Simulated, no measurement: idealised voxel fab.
Module name: voxel spacer lines (process module)
For reference, the cross-section in this document is cut, with width 210 nm and square cells of 5 nm.
We lay out every cross-section as a grid of square cells and spell it out in bands from the top down, where one band means one or more rows of cells.
Band: top height; bottom height; in nm. Then, left to right: material with width in nm, for each material. "all across": a single material spanning edge to edge. "empty": empty space.
Height datum 0, below which the as-received substrate wafer is one material. Lowest band open at the bottom, running downward: "0 and below".
Graded width ("30->40"): value in top row of band = first number; value in bottom row = second number; row-to-row change constant.
For the purposes of this document, the phrase "identical to before" attached to a step denotes that no cell within the cross-section was modified by that step.
Reported under the label "Entrapped void list" are the empty spaces having no open way to the top and comprising 8 cells or more; the notation for each is width x height at distance, in which the distance is measured from the left edge and all three values are in nm.
Step line, after settings: the simulator's comment on this step.
overlay nm: how far to the right of its planned place the mask lay on this masked step (negative: to the left).
Steps in the process plan
1) RECEIVE, material Si
2) CONFORMAL_DEP, material Al2O3, thk nm 10
3) DIRECTIONAL_DEP, material W, thk nm 15
4) DIRECTIONAL_DEP, material aC, thk nm 30
5) PATTERN, tone cover, mask id MANDREL, material resist, width nm 20, pitch nm 70, thk nm 35, overlay nm 0
6) DIRECTIONAL_ETCH, etch materials aC, depth nm 30
7) STRIP, etch materials resist
8) CONFORMAL_DEP, material SiO2, thk nm 15
9) DIRECTIONAL_ETCH, etch materials SiO2, depth nm 15
10) STRIP, etch materials aC
11) DIRECTIONAL_ETCH, etch materials W, depth nm 15
12) STRIP, etch materials SiO2
13) FILL_DEP, material lowk, thk nm 10
14) CMP, height nm 25
Wafer as received: cross-section following step 1
- 0 and below  Si all across
- Entrapped void list: none
Result of the module, cross-sectioned: start per above, plan per above, one error in how it was run
- 25 down to 10  lowk=40 / W=15 / lowk=30 / W=15 / lowk=10 / W=15 / lowk=30 / W=15 / lowk=40
- 10 down to 0  Al2O3 all across
- 0 and below  Si all across
- Entrapped void list: none
what went wrong: planned and actual differ for step 5; actual: PATTERN, tone cover, mask id MANDREL, material resist, width nm 30, pitch nm 70, thk nm 35, overlay nm 0
